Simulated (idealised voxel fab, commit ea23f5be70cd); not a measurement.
process module | voxel self aligned contacts
cross-section cut | 220 nm wide | cells 5 nm
A cross-section is a grid of square cells, given in bands from the top down. A band is one or more rows of cells.
Each band's line starts with the height of the band's top and of its bottom, in nm. Then come its materials from left to right, each with its width in nm. One material with "throughout" fills the band from edge to edge. "air" is empty space.
Height 0 is the level under which the wafer as received is all one material. The lowest band goes on downwards, as in "0 down".
A width such as "30 to 40" changes by the same amount from each row of cells to the next, from the band's top row to its bottom row.
"no change" after a step means that no cell of the cross-section changed.
closed voids: empty space of 8 cells or more with no open way to the top, each as width x height at its distance from the left edge, in nm
after a step's settings: what the simulator itself notes on the step
overlay nm, on a step with a mask: how far to the right of its planned place the mask lay; to the left if negative
plan
1 op RECEIVE | material Si
2 op CONFORMAL_DEP | material SiO2 | thk nm 5
3 op DIRECTIONAL_DEP | material polySi | thk nm 30
4 op DIRECTIONAL_DEP | material SiN | thk nm 15
5 op PATTERN | tone cover | mask id GATE | material resist | width nm 25 | pitch nm 55 | thk nm 20 | overlay nm 0
6 op DIRECTIONAL_ETCH | etch materials SiN | depth nm 15
7 op DIRECTIONAL_ETCH | etch materials polySi | depth nm 30
8 op STRIP | etch materials resist
9 op CONFORMAL_DEP | material SiN | thk nm 5
10 op DIRECTIONAL_ETCH | etch materials SiN | depth nm 5
11 op FILL_DEP | material SiO2 | thk nm 10
12 op CMP | height nm 55
13 op PATTERN | tone open | mask id CONTACT | material resist | width nm 40 | pitch nm 55 | thk nm 20 | overlay nm 0
14 op DIRECTIONAL_ETCH | etch materials SiO2 | depth nm 55
15 op STRIP | etch materials resist
16 op CONFORMAL_DEP | material TiN | thk nm 5
17 op FILL_DEP | material W | thk nm 5
18 op CMP | height nm 55
19 op CONFORMAL_DEP | material SiCN | thk nm 5
first wafer, as planned
as received, after step 1
  0 down: Si throughout
  closed voids: none
after step 2
  5 to 0: SiO2 throughout
  below 0: unchanged
after step 3
  35 to 5: polySi throughout
  below 5: unchanged
after step 4
  50 to 35: SiN throughout
  below 35: unchanged
after step 5
  70 to 50: air 40 | resist 25 | air 30 | resist 25 | air 30 | resist 25 | air 45
  below 50: unchanged
after step 6
  70 to 50: air 40 | resist 25 | air 30 | resist 25 | air 30 | resist 25 | air 45
  50 to 35: air 40 | SiN 25 | air 30 | SiN 25 | air 30 | SiN 25 | air 45
  below 35: unchanged
after step 7
  70 to 50: air 40 | resist 25 | air 30 | resist 25 | air 30 | resist 25 | air 45
  50 to 35: air 40 | SiN 25 | air 30 | SiN 25 | air 30 | SiN 25 | air 45
  35 to 5: air 40 | polySi 25 | air 30 | polySi 25 | air 30 | polySi 25 | air 45
  below 5: unchanged
after step 8
  50 to 35: air 40 | SiN 25 | air 30 | SiN 25 | air 30 | SiN 25 | air 45
  below 35: unchanged
after step 9
  55 to 35: air 35 | SiN 35 | air 20 | SiN 35 | air 20 | SiN 35 | air 40
  35 to 10: air 35 | SiN 5 | polySi 25 | SiN 5 | air 20 | SiN 5 | polySi 25 | SiN 5 | air 20 | SiN 5 | polySi 25 | SiN 5 | air 40
  10 to 5: SiN 40 | polySi 25 | SiN 30 | polySi 25 | SiN 30 | polySi 25 | SiN 45
  below 5: unchanged
after step 10
  50 to 35: air 35 | SiN 35 | air 20 | SiN 35 | air 20 | SiN 35 | air 40
  35 to 5: air 35 | SiN 5 | polySi 25 | SiN 5 | air 20 | SiN 5 | polySi 25 | SiN 5 | air 20 | SiN 5 | polySi 25 | SiN 5 | air 40
  below 5: unchanged
after step 11
  60 to 50: SiO2 throughout
  50 to 35: SiO2 35 | SiN 35 | SiO2 20 | SiN 35 | SiO2 20 | SiN 35 | SiO2 40
  35 to 5: SiO2 35 | SiN 5 | polySi 25 | SiN 5 | SiO2 20 | SiN 5 | polySi 25 | SiN 5 | SiO2 20 | SiN 5 | polySi 25 | SiN 5 | SiO2 40
  below 5: unchanged
after step 12
  55 to 50: SiO2 throughout
  below 50: unchanged
after step 13
  75 to 55: resist 60 | air 40 | resist 15 | air 40 | resist 65
  below 55: unchanged
after step 14
  75 to 55: resist 60 | air 40 | resist 15 | air 40 | resist 65
  55 to 50: SiO2 60 | air 40 | SiO2 15 | air 40 | SiO2 65
  50 to 35: SiO2 35 | SiN 35 | air 20 | SiN 35 | air 20 | SiN 35 | SiO2 40
  35 to 5: SiO2 35 | SiN 5 | polySi 25 | SiN 5 | air 20 | SiN 5 | polySi 25 | SiN 5 | air 20 | SiN 5 | polySi 25 | SiN 5 | SiO2 40
  5 to 0: SiO2 70 | air 20 | SiO2 35 | air 20 | SiO2 75
  below 0: unchanged
after step 15
  55 to 50: SiO2 60 | air 40 | SiO2 15 | air 40 | SiO2 65
  below 50: unchanged
after step 16
  60 to 55: TiN 65 | air 30 | TiN 25 | air 30 | TiN 70
  55 to 50: SiO2 60 | TiN 15 | air 10 | TiN 15 | SiO2 15 | TiN 15 | air 10 | TiN 15 | SiO2 65
  50 to 35: SiO2 35 | SiN 35 | TiN 5 | air 10 | TiN 5 | SiN 35 | TiN 5 | air 10 | TiN 5 | SiN 35 | SiO2 40
  35 to 5: SiO2 35 | SiN 5 | polySi 25 | SiN 5 | TiN 5 | air 10 | TiN 5 | SiN 5 | polySi 25 | SiN 5 | TiN 5 | air 10 | TiN 5 | SiN 5 | polySi 25 | SiN 5 | SiO2 40
  5 to 0: SiO2 70 | TiN 20 | SiO2 35 | TiN 20 | SiO2 75
  below 0: unchanged
after step 17
  65 to 60: W throughout
  60 to 55: TiN 65 | W 30 | TiN 25 | W 30 | TiN 70
  55 to 50: SiO2 60 | TiN 15 | W 10 | TiN 15 | SiO2 15 | TiN 15 | W 10 | TiN 15 | SiO2 65
  50 to 35: SiO2 35 | SiN 35 | TiN 5 | W 10 | TiN 5 | SiN 35 | TiN 5 | W 10 | TiN 5 | SiN 35 | SiO2 40
  35 to 5: SiO2 35 | SiN 5 | polySi 25 | SiN 5 | TiN 5 | W 10 | TiN 5 | SiN 5 | polySi 25 | SiN 5 | TiN 5 | W 10 | TiN 5 | SiN 5 | polySi 25 | SiN 5 | SiO2 40
  below 5: unchanged
after step 18
  55 to 50: SiO2 60 | TiN 15 | W 10 | TiN 15 | SiO2 15 | TiN 15 | W 10 | TiN 15 | SiO2 65
  below 50: unchanged
after step 19
  60 to 55: SiCN throughout
  below 55: unchanged
second wafer: like start, like plan, one mistake. Through step 2 it matches the first wafer
when step 3 should have ended
  20 to 5: SiN throughout
  below 5: unchanged
when step 4 should have ended
  50 to 20: polySi throughout
  below 20: unchanged
when step 5 should have ended
  70 to 50: air 40 | resist 25 | air 30 | resist 25 | air 30 | resist 25 | air 45
  below 50: unchanged
when step 6 should have ended: no change
when step 7 should have ended
  70 to 50: air 40 | resist 25 | air 30 | resist 25 | air 30 | resist 25 | air 45
  50 to 20: air 40 | polySi 25 | air 30 | polySi 25 | air 30 | polySi 25 | air 45
  below 20: unchanged
when step 8 should have ended
  50 to 20: air 40 | polySi 25 | air 30 | polySi 25 | air 30 | polySi 25 | air 45
  below 20: unchanged
when step 9 should have ended
  55 to 50: air 35 | SiN 35 | air 20 | SiN 35 | air 20 | SiN 35 | air 40
  50 to 25: air 35 | SiN 5 | polySi 25 | SiN 5 | air 20 | SiN 5 | polySi 25 | SiN 5 | air 20 | SiN 5 | polySi 25 | SiN 5 | air 40
  25 to 20: SiN 40 | polySi 25 | SiN 30 | polySi 25 | SiN 30 | polySi 25 | SiN 45
  below 20: unchanged
when step 10 should have ended
  50 to 20: air 35 | SiN 5 | polySi 25 | SiN 5 | air 20 | SiN 5 | polySi 25 | SiN 5 | air 20 | SiN 5 | polySi 25 | SiN 5 | air 40
  below 20: unchanged
when step 11 should have ended
  60 to 50: SiO2 throughout
  50 to 20: SiO2 35 | SiN 5 | polySi 25 | SiN 5 | SiO2 20 | SiN 5 | polySi 25 | SiN 5 | SiO2 20 | SiN 5 | polySi 25 | SiN 5 | SiO2 40
  below 20: unchanged
when step 12 should have ended
  55 to 50: SiO2 throughout
  below 50: unchanged
when step 13 should have ended
  75 to 55: resist 60 | air 40 | resist 15 | air 40 | resist 65
  below 55: unchanged
when step 14 should have ended
  75 to 55: resist 60 | air 40 | resist 15 | air 40 | resist 65
  55 to 50: SiO2 60 | air 40 | SiO2 15 | air 40 | SiO2 65
  50 to 20: SiO2 35 | SiN 5 | polySi 25 | SiN 5 | air 20 | SiN 5 | polySi 25 | SiN 5 | air 20 | SiN 5 | polySi 25 | SiN 5 | SiO2 40
  below 20: unchanged
when step 15 should have ended
  55 to 50: SiO2 60 | air 40 | SiO2 15 | air 40 | SiO2 65
  below 50: unchanged
when step 16 should have ended
  60 to 55: TiN 65 | air 30 | TiN 25 | air 30 | TiN 70
  55 to 50: SiO2 60 | TiN 15 | air 10 | TiN 15 | SiO2 15 | TiN 15 | air 10 | TiN 15 | SiO2 65
  50 to 25: SiO2 35 | SiN 5 | polySi 25 | SiN 5 | TiN 5 | air 10 | TiN 5 | SiN 5 | polySi 25 | SiN 5 | TiN 5 | air 10 | TiN 5 | SiN 5 | polySi 25 | SiN 5 | SiO2 40
  25 to 20: SiO2 35 | SiN 5 | polySi 25 | SiN 5 | TiN 20 | SiN 5 | polySi 25 | SiN 5 | TiN 20 | SiN 5 | polySi 25 | SiN 5 | SiO2 40
  below 20: unchanged
when step 17 should have ended
  65 to 60: W throughout
  60 to 55: TiN 65 | W 30 | TiN 25 | W 30 | TiN 70
  55 to 50: SiO2 60 | TiN 15 | W 10 | TiN 15 | SiO2 15 | TiN 15 | W 10 | TiN 15 | SiO2 65
  50 to 25: SiO2 35 | SiN 5 | polySi 25 | SiN 5 | TiN 5 | W 10 | TiN 5 | SiN 5 | polySi 25 | SiN 5 | TiN 5 | W 10 | TiN 5 | SiN 5 | polySi 25 | SiN 5 | SiO2 40
  below 25: unchanged
when step 18 should have ended
  55 to 50: SiO2 60 | TiN 15 | W 10 | TiN 15 | SiO2 15 | TiN 15 | W 10 | TiN 15 | SiO2 65
  below 50: unchanged
when step 19 should have ended
  60 to 55: SiCN throughout
  below 55: unchanged
what went wrong: steps 3 and 4 were swapped
at the end the second wafer has, in cells: 69 more of SiN | 37 fewer of SiO2 | 16 fewer of TiN | 16 fewer of W
